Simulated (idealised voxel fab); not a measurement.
A process module follows: voxel capacitor over wiring.
It is cross-section cut that appears here, measuring 190 nm in width, its square cells being 5 nm in size.
Cross-section spec: square-cell grid; bands listed top down; each band is one or more rows.
The band entry comprises the height of the band's top followed by the height of its bottom, expressed in nm, and subsequently the band's materials from left to right, each stated together with its width in nm. Where a single material is marked with the word "everywhere", that material fills the band from edge to edge. The word "air" represents empty space.
A quick word on heights: they are counted from 0, and under that level the wafer as it came to us is one material throughout. The lowest band is different from the rest in having no bottom; it simply continues downward, written as in "0 -> down".
Width "30 to 40": first value at the band's top row of cells, second value at its bottom row, equal change from row to row.
The cross-section has no changed cell in any step marked "no modification".
If an empty space has no open way to the top and is at least 8 cells in size, "Enclosed void list" lists it, written width x height at distance, where distance is measured from the left edge and every value is in nm.
It should be noted that, on the line of a given step, the content following the step's settings is a remark produced by the simulator itself with respect to that step.
Steps that use a mask can have "overlay nm" on their line. It says how far the mask sat to the right of where it was meant to be. Negative means to the left.
THIS SECTION LISTS THE PROCESS STEPS THAT WERE PLANNED
| 1 | RECEIVE, material Si |
| 2 | CONFORMAL_DEP, material SiO2, thk nm 15 |
| 3 | DIRECTIONAL_DEP, material TiN, thk nm 5 |
| 4 | DIRECTIONAL_DEP, material Ru, thk nm 20 |
| 5 | PATTERN, tone cover, mask id METAL_1, material resist, width nm 25, pitch nm 95, thk nm 20, overlay nm 0 |
| 6 | DIRECTIONAL_ETCH, etch materials Ru, depth nm 20 |
| 7 | DIRECTIONAL_ETCH, etch materials TiN, depth nm 5 |
| 8 | STRIP, etch materials resist |
| 9 | CONFORMAL_DEP, material SiN, thk nm 5 |
| 10 | FILL_DEP, material SiO2, thk nm 5 |
| 11 | CMP, height nm 40 |
| 12 | CONFORMAL_DEP, material SiCN, thk nm 5 |
| 13 | DIRECTIONAL_DEP, material SiO2, thk nm 15 |
| 14 | DIRECTIONAL_DEP, material aC, thk nm 15 |
| 15 | PATTERN, tone open, mask id PLUG_1, material resist, width nm 15, thk nm 30, overlay nm 0 |
| 16 | DIRECTIONAL_ETCH, etch materials aC, depth nm 15 |
| 17 | STRIP, etch materials resist |
| 18 | DIRECTIONAL_ETCH, etch materials SiO2, depth nm 15 |
| 19 | DIRECTIONAL_ETCH, etch materials SiCN, depth nm 5 |
| 20 | STRIP, etch materials aC |
| 21 | CONFORMAL_DEP, material TiN, thk nm 5 |
| 22 | FILL_DEP, material W, thk nm 5 |
| 23 | CMP, height nm 60 |
| 24 | DIRECTIONAL_DEP, material TiN, thk nm 10 |
| 25 | DIRECTIONAL_DEP, material HfO2, thk nm 5 |
| 26 | DIRECTIONAL_DEP, material TiN, thk nm 10 |
| 27 | PATTERN, tone cover, mask id UPPER_PLATE, material resist, width nm 75, thk nm 15, overlay nm 0 |
| 28 | DIRECTIONAL_ETCH, etch materials TiN, depth nm 10 |
| 29 | DIRECTIONAL_ETCH, etch materials HfO2, depth nm 5 |
| 30 | STRIP, etch materials resist |
| 31 | PATTERN, tone cover, mask id LOWER_PLATE, material resist, width nm 85, thk nm 15, overlay nm 0 |
| 32 | DIRECTIONAL_ETCH, etch materials TiN, depth nm 10 |
| 33 | STRIP, etch materials resist |
| 34 | FILL_DEP, material SiO2, thk nm 20 |
| 35 | CMP, height nm 100 |
| 36 | DIRECTIONAL_DEP, material aC, thk nm 15 |
| 37 | PATTERN, tone open, mask id PLUG_2, material resist, width nm 15, thk nm 30, overlay nm 0 |
| 38 | DIRECTIONAL_ETCH, etch materials aC, depth nm 15 |
| 39 | STRIP, etch materials resist |
| 40 | DIRECTIONAL_ETCH, etch materials SiO2, depth nm 15 |
| 41 | STRIP, etch materials aC |
| 42 | CONFORMAL_DEP, material TiN, thk nm 5 |
| 43 | FILL_DEP, material Cu, thk nm 10 |
| 44 | CMP, height nm 100 |
| 45 | CONFORMAL_DEP, material SiCN, thk nm 5 |
SO THIS IS THE INCOMING WAFER IN CROSS-SECTION - IT'S ALREADY BEEN THROUGH STEP 1
* 0 -> down = Si everywhere
* Enclosed void list: none
SAME STARTING WAFER, SAME PLAN AS ABOVE, ONE MISTAKE IN THE EXECUTION; THIS IS THE CROSS-SECTION AT THE END OF THE MODULE
* 105 -> 100 = SiCN everywhere
* 100 -> 90 = SiO2 55 / TiN 5 / Cu 5 / TiN 5 / SiO2 120
* 90 -> 85 = SiO2 55 / TiN 15 / SiO2 120
* 85 -> 75 = SiO2 45 / TiN 75 / SiO2 70
* 75 -> 70 = SiO2 45 / HfO2 75 / SiO2 70
* 70 -> 60 = SiO2 35 / TiN 95 / SiO2 60
* 60 -> 45 = SiO2 45 / TiN 5 / W 5 / TiN 5 / SiO2 130
* 45 -> 40 = SiCN 45 / TiN 15 / SiCN 130
* 40 -> 20 = SiO2 30 / SiN 5 / Ru 25 / SiN 5 / SiO2 60 / SiN 5 / Ru 25 / SiN 5 / SiO2 30
* 20 -> 15 = SiN 35 / TiN 25 / SiN 70 / TiN 25 / SiN 35
* 15 -> 0 = SiO2 everywhere
* 0 -> down = Si everywhere
* Enclosed void list: none
Deviation from plan: the process deviated at step 31: the operation and settings actually run there were PATTERN, tone cover, mask id LOWER_PLATE, material resist, width nm 95, thk nm 15, overlay nm 0
